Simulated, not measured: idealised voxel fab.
Name of the process module below: voxel ribs on slabs
Section cut is 270 nm wide and gridded with 5 nm square cells.
The cross-sections in this document take the form of a grid made of square cells. They are written out as bands, in order from top to bottom. Each band consists of one or more rows of cells.
A band entry consists of two parts. The first gives the height of the band's top and the height of its bottom, in nm. The rest lists the band's materials from left to right, each with its width in nm. A single material labelled with the word "everywhere" fills the band from edge to edge, and the word "empty" marks empty space.
Heights are reckoned from 0. Under this level, the received wafer is all of one material. The bottommost band is open-ended downward, for example "0 down".
Read "30->40" as a graded width: first number on top, second number at the bottom, same change between each pair of neighbouring rows.
"nothing changed" after a step means that no cell of the cross-section changed.
Each empty space that has no open way to the top and spans at least 8 cells appears under "Enclosed void catalog" as width x height at distance, the distance counted from the left edge, all in nm.
Step line, after settings: the simulator's comment on this step.
Among the settings permitted on a step's line is "overlay nm"; applied to a step with a mask, it specifies the extent to which the mask lay to the right of its planned position, whereas a negative figure signifies a position to the left.

This section lists the process steps that were planned:
1 RECEIVE: material Si
2 DIRECTIONAL_DEP: material SiO2, thk nm 20
3 DIRECTIONAL_DEP: material polySi, thk nm 15
4 MASKED_ETCH: tone cover, mask id RIB, width nm 30, etch materials polySi, depth nm 5, overlay nm 0
5 PATTERN: tone cover, mask id SLAB, material resist, width nm 60, thk nm 15, overlay nm 0
6 DIRECTIONAL_ETCH: etch materials polySi, depth nm 10
7 STRIP: etch materials resist
8 FILL_DEP: material SiO2, thk nm 20
9 CMP: height nm 50
10 DIRECTIONAL_DEP: material W, thk nm 5
11 DIRECTIONAL_DEP: material aC, thk nm 10
12 PATTERN: tone cover, mask id HEATER, material resist, width nm 40, thk nm 25, overlay nm 0
13 DIRECTIONAL_ETCH: etch materials aC, depth nm 10
14 STRIP: etch materials resist
15 DIRECTIONAL_ETCH: etch materials W, depth nm 5
16 STRIP: etch materials aC
17 CONFORMAL_DEP: material SiO2, thk nm 5

Step 1 complete: cross-section of the wafer as received:
  0 down | Si everywhere
  Enclosed void catalog: none

First of two wafers: cross-section at end of module, run per plan:
  60 to 55 | empty 110 nm; SiO2 50 nm; empty 110 nm
  55 to 50 | SiO2 115 nm; W 40 nm; SiO2 115 nm
  50 to 35 | SiO2 everywhere
  35 to 30 | SiO2 120 nm; polySi 30 nm; SiO2 120 nm
  30 to 20 | SiO2 105 nm; polySi 60 nm; SiO2 105 nm
  20 to 0 | SiO2 everywhere
  0 down | Si everywhere
  Enclosed void catalog: none

Second wafer through the module, sectioned at the end: same beginning and same plan as the first wafer, with one mistake in carrying it out:
  60 to 55 | empty 110 nm; SiO2 50 nm; empty 110 nm
  55 to 50 | SiO2 115 nm; W 40 nm; SiO2 115 nm
  50 to 35 | SiO2 everywhere
  35 to 30 | SiO2 115 nm; polySi 30 nm; SiO2 125 nm
  30 to 20 | SiO2 105 nm; polySi 60 nm; SiO2 105 nm
  20 to 0 | SiO2 everywhere
  0 down | Si everywhere
  Enclosed void catalog: none
Heads up, the wafer didn't run the way we planned it: step 4 ran differently from the plan; actual operation with settings: MASKED_ETCH: tone cover, mask id RIB, width nm 30, etch materials polySi, depth nm 5, overlay nm -5
Upon completion, the cell count for each material on the second wafer equals that on the first, whereas the spatial distribution of those cells differs.
